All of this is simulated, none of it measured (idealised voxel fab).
Proc. module: voxel gate over fins
Square cell edge 5 nm, section width 295 nm, ID cut.
Reading order for cross-sections: top band down to bottom band. Underlying form: a grid of square cells. Band size: one or more rows of cells.
A band entry consists of two parts. The first gives the height of the band's top and the height of its bottom, in nm. The rest lists the band's materials from left to right, each with its width in nm. A single material labelled with the word "edge to edge" fills the band from edge to edge, and the word "blank" marks empty space.
A quick word on heights: they are counted from 0, and under that level the wafer as it came to us is one material throughout. The lowest band is different from the rest in having no bottom; it simply continues downward, written as in "0 down".
Graded width ("30..40"): value in top row of band = first number; value in bottom row = second number; row-to-row change constant.
A step reported as "nothing different" is a step in which no cell of the cross-section changed.
You'll see "Enclosed void entries" listing empty spaces that have no way open to the top, as long as they're 8 cells or more; the notation is width x height at distance, where the distance is from the left edge, and all of it is in nm.
Post-settings text on a step line: simulator's own remark regarding the step.
overlay nm: on a step with a mask, how far right of its planned place the mask lay; negative means left.
Set out below are the planned steps of the process
1) RECEIVE: material Si
2) CONFORMAL_DEP: material SiN, thk nm 5
3) MASKED_ETCH: tone cover, mask id FINS, width nm 15, pitch nm 45, etch materials SiN, depth nm 5, overlay nm 0
4) MASKED_ETCH: tone cover, mask id FINS, width nm 15, pitch nm 45, etch materials Si, depth nm 35, overlay nm 0
5) FILL_DEP: material SiO2, thk nm 15
6) CMP: height nm 5
7) SELECTIVE_ETCH: etch materials SiO2, depth nm 20
8) STRIP: etch materials SiN
9) CONFORMAL_DEP: material HfO2, thk nm 5
10) CONFORMAL_DEP: material TiN, thk nm 5
11) CONFORMAL_DEP: material TiAl, thk nm 5
12) CONFORMAL_DEP: material TiN, thk nm 5
13) FILL_DEP: material W, thk nm 10
14) CMP: height nm 25
15) CONFORMAL_DEP: material SiN, thk nm 5
varied across the wafers: width nm of step 4. The plan shows the first wafer's value. All wafers start alike
Cross-section of the first of several wafers on receipt, reflecting completion of step 1
> 0 down  Si edge to edge
> Enclosed void entries: none
Per wafer, end of module: cells gained (+) or lost (-) per material since receipt, then closed voids
width nm 15 | +83 HfO2 | -329 Si | +59 SiN | +188 SiO2 | +83 TiAl | +148 TiN | +122 W | Enclosed void entries: none
width nm 20 | +83 HfO2 | -301 Si | +59 SiN | +172 SiO2 | +74 TiAl | +148 TiN | +119 W | Enclosed void entries: none
width nm 25 | +83 HfO2 | -273 Si | +59 SiN | +156 SiO2 | +65 TiAl | +148 TiN | +116 W | Enclosed void entries: none
width nm 30 | +83 HfO2 | -245 Si | +59 SiN | +140 SiO2 | +65 TiAl | +139 TiN | +113 W | Enclosed void entries: none
